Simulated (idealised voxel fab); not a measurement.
Process module, titled voxel fin reveal
Each square cell in cross-section cut measures 5 nm, and the section as a whole is 155 nm wide.
Each cross-section below is a grid of square cells, stated as bands in top-down order, with one or more rows of cells making up each band. The entry gives the band's vertical extent as a top height and a bottom height in nm, then its horizontal make-up as materials from left to right, each with a width in nm. "air" stands for empty space; a single material marked "everywhere" fills the band edge to edge. A quick word on heights: they are counted from 0, and under that level the wafer as it came to us is one material throughout. The lowest band is different from the rest in having no bottom; it simply continues downward, written as in "from 0 down". Width spec "30->40" -> top row of cells at first value, bottom row at second value, equal per-row change in between. Step note "no modifications" = no cross-section cell changed. Trapped void list: empty space of 8 cells or more with no open way to the top, each as width x height at its distance from the left edge, in nm. It should be noted that, on the line of a given step, the content following the step's settings is a remark produced by the simulator itself with respect to that step. A step line may carry the setting "overlay nm", which, for steps involving a mask, states the distance by which the mask lay to the right of its intended position; negative values denote displacement to the left.
The process steps that were planned are listed below:
1: RECEIVE,material Si
2: CONFORMAL_DEP,material SiN,thk nm 5
3: DIRECTIONAL_DEP,material aC,thk nm 10
4: PATTERN,tone cover,mask id FINS,material resist,width nm 15,pitch nm 35,thk nm 30,overlay nm 0
5: DIRECTIONAL_ETCH,etch materials aC,depth nm 10
6: STRIP,etch materials resist
7: DIRECTIONAL_ETCH,etch materials SiN,depth nm 5
8: DIRECTIONAL_ETCH,etch materials Si,depth nm 30
9: STRIP,etch materials aC
10: FILL_DEP,material SiO2,thk nm 10
11: CMP,height nm 5
12: SELECTIVE_ETCH,etch materials SiO2,depth nm 15
13: STRIP,etch materials SiN
The first of the two wafers, which ran as planned:
As received (post step 1): cross-section:
> from 0 down = Si everywhere
> Trapped void list: none
Wafer section view after processing step 2:
> from 5 to 0 = SiN everywhere
> Heights below 0 show no change.
Wafer section view after processing step 3:
> from 15 to 5 = aC everywhere
> Heights below 5 show no change.
Wafer section view after processing step 4:
> from 45 to 15 = air=15 / resist=15 / air=20 / resist=15 / air=20 / resist=15 / air=20 / resist=15 / air=20
> Heights below 15 show no change.
Wafer section view after processing step 5:
> from 35 to 15 = air=15 / resist=15 / air=20 / resist=15 / air=20 / resist=15 / air=20 / resist=15 / air=20
> from 15 to 5 = air=15 / aC=15 / air=20 / aC=15 / air=20 / aC=15 / air=20 / aC=15 / air=20
> Heights below 5 show no change.
Wafer section view after processing step 6:
> from 15 to 5 = air=15 / aC=15 / air=20 / aC=15 / air=20 / aC=15 / air=20 / aC=15 / air=20
> Heights below 5 show no change.
Wafer section view after processing step 7:
> from 15 to 5 = air=15 / aC=15 / air=20 / aC=15 / air=20 / aC=15 / air=20 / aC=15 / air=20
> from 5 to 0 = air=15 / SiN=15 / air=20 / SiN=15 / air=20 / SiN=15 / air=20 / SiN=15 / air=20
> Heights below 0 show no change.
Wafer section view after processing step 8:
> from 15 to 5 = air=15 / aC=15 / air=20 / aC=15 / air=20 / aC=15 / air=20 / aC=15 / air=20
> from 5 to 0 = air=15 / SiN=15 / air=20 / SiN=15 / air=20 / SiN=15 / air=20 / SiN=15 / air=20
> from 0 to -30 = air=15 / Si=15 / air=20 / Si=15 / air=20 / Si=15 / air=20 / Si=15 / air=20
> Heights below -30 show no change.
Wafer section view after processing step 9:
> from 5 to 0 = air=15 / SiN=15 / air=20 / SiN=15 / air=20 / SiN=15 / air=20 / SiN=15 / air=20
> Heights below 0 show no change.
Wafer section view after processing step 10:
> from 15 to 5 = SiO2 everywhere
> from 5 to 0 = SiO2=15 / SiN=15 / SiO2=20 / SiN=15 / SiO2=20 / SiN=15 / SiO2=20 / SiN=15 / SiO2=20
> from 0 to -30 = SiO2=15 / Si=15 / SiO2=20 / Si=15 / SiO2=20 / Si=15 / SiO2=20 / Si=15 / SiO2=20
> Heights below -30 show no change.
Wafer section view after processing step 11:
> from 5 to 0 = SiO2=15 / SiN=15 / SiO2=20 / SiN=15 / SiO2=20 / SiN=15 / SiO2=20 / SiN=15 / SiO2=20
> Heights below 0 show no change.
Wafer section view after processing step 12:
> from 5 to 0 = air=15 / SiN=15 / air=20 / SiN=15 / air=20 / SiN=15 / air=20 / SiN=15 / air=20
> from 0 to -10 = air=15 / Si=15 / air=20 / Si=15 / air=20 / Si=15 / air=20 / Si=15 / air=20
> Heights below -10 show no change.
Wafer section view after processing step 13:
> from 0 to -10 = air=15 / Si=15 / air=20 / Si=15 / air=20 / Si=15 / air=20 / Si=15 / air=20
> Heights below -10 show no change.
Second wafer, same starting state and plan as the first, one mistake in the run, identical through step 3:
Cross-section of the second wafer at the time step 4 of the plan should have ended:
> from 45 to 15 = air=20 / resist=15 / air=20 / resist=15 / air=20 / resist=15 / air=20 / resist=15 / air=15
> Heights below 15 show no change.
Cross-section of the second wafer at the time step 5 of the plan should have ended:
> from 35 to 15 = air=20 / resist=15 / air=20 / resist=15 / air=20 / resist=15 / air=20 / resist=15 / air=15
> from 15 to 5 = air=20 / aC=15 / air=20 / aC=15 / air=20 / aC=15 / air=20 / aC=15 / air=15
> Heights below 5 show no change.
Cross-section of the second wafer at the time step 6 of the plan should have ended:
> from 15 to 5 = air=20 / aC=15 / air=20 / aC=15 / air=20 / aC=15 / air=20 / aC=15 / air=15
> Heights below 5 show no change.
Cross-section of the second wafer at the time step 7 of the plan should have ended:
> from 15 to 5 = air=20 / aC=15 / air=20 / aC=15 / air=20 / aC=15 / air=20 / aC=15 / air=15
> from 5 to 0 = air=20 / SiN=15 / air=20 / SiN=15 / air=20 / SiN=15 / air=20 / SiN=15 / air=15
> Heights below 0 show no change.
Cross-section of the second wafer at the time step 8 of the plan should have ended:
> from 15 to 5 = air=20 / aC=15 / air=20 / aC=15 / air=20 / aC=15 / air=20 / aC=15 / air=15
> from 5 to 0 = air=20 / SiN=15 / air=20 / SiN=15 / air=20 / SiN=15 / air=20 / SiN=15 / air=15
> from 0 to -30 = air=20 / Si=15 / air=20 / Si=15 / air=20 / Si=15 / air=20 / Si=15 / air=15
> Heights below -30 show no change.
Cross-section of the second wafer at the time step 9 of the plan should have ended:
> from 5 to 0 = air=20 / SiN=15 / air=20 / SiN=15 / air=20 / SiN=15 / air=20 / SiN=15 / air=15
> Heights below 0 show no change.
Cross-section of the second wafer at the time step 10 of the plan should have ended:
> from 15 to 5 = SiO2 everywhere
> from 5 to 0 = SiO2=20 / SiN=15 / SiO2=20 / SiN=15 / SiO2=20 / SiN=15 / SiO2=20 / SiN=15 / SiO2=15
> from 0 to -30 = SiO2=20 / Si=15 / SiO2=20 / Si=15 / SiO2=20 / Si=15 / SiO2=20 / Si=15 / SiO2=15
> Heights below -30 show no change.
Cross-section of the second wafer at the time step 11 of the plan should have ended:
> from 5 to 0 = SiO2=20 / SiN=15 / SiO2=20 / SiN=15 / SiO2=20 / SiN=15 / SiO2=20 / SiN=15 / SiO2=15
> Heights below 0 show no change.
Cross-section of the second wafer at the time step 12 of the plan should have ended:
> from 5 to 0 = air=20 / SiN=15 / air=20 / SiN=15 / air=20 / SiN=15 / air=20 / SiN=15 / air=15
> from 0 to -10 = air=20 / Si=15 / air=20 / Si=15 / air=20 / Si=15 / air=20 / Si=15 / air=15
> Heights below -10 show no change.
Cross-section of the second wafer at the time step 13 of the plan should have ended:
> from 0 to -10 = air=20 / Si=15 / air=20 / Si=15 / air=20 / Si=15 / air=20 / Si=15 / air=15
> Heights below -10 show no change.
Nonconformance to the process plan: so step 4 ended up running with a different setting than we planned, it ran as PATTERN,tone cover,mask id FINS,material resist,width nm 15,pitch nm 35,thk nm 30,overlay nm 5
Heads up: at the end the two wafers have identical cell counts per material, they're just laid out differently.
